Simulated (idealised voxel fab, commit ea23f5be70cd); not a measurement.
A process module follows: voxel local oxidation.
Square cell edge 5 nm, section width 160 nm, ID cut.
This document writes a cross-section as a grid whose cells are square, and gives it as bands, listed from the top down; one or more rows of cells form a band. The entry gives the band's vertical extent as a top height and a bottom height in nm, then its horizontal make-up as materials from left to right, each with a width in nm. "air" stands for empty space; a single material marked "throughout" fills the band edge to edge. Heights from 0 (as-received wafer is one material below). Bottom band endless downward, as "0 and below". Per-row width for "30..40": begins at first number (top row of band), ends at second number (bottom row), increment between rows held constant. "no modifications", as given for a step, is the statement that not any cell of the cross-section underwent a change during that step. "Sealed voids" specifies each empty space that is not open to the top and that occupies no fewer than 8 cells, using the form width x height at distance, the distance measured from the left edge and all three quantities in nm. The remark found on a step's line after its settings is issued by the simulator itself and pertains to that step. overlay nm: mask right of planned place by this much (step with mask). Neg. = left.

Listed below are the process steps as planned
1. RECEIVE: material Si
2. CONFORMAL_DEP: material SiO2, thk nm 5
3. CONFORMAL_DEP: material SiN, thk nm 15
4. PATTERN: tone cover, mask id ACTIVE, material resist, width nm 115, thk nm 20, overlay nm 0
5. DIRECTIONAL_ETCH: etch materials SiN, depth nm 15
6. STRIP: etch materials resist
7. SELECTIVE_ETCH: etch materials SiO2, depth nm 5
8. OXIDIZE: depth nm 15
9. STRIP: etch materials SiN

Shown in cross-section is the wafer as received, that is, as it stands after step 1
- 0 and below: Si throughout
- Sealed voids: none

Module complete, cross-section. Starting point and plan per above. One mistake made in running the module
- 15 down to 0: SiO2 throughout
- 0 and below: Si throughout
- Sealed voids: none
In executing the process, a mistake was made relative to the plan: step 3, actual vs plan mismatch, actual run CONFORMAL_DEP: material SiO2, thk nm 15
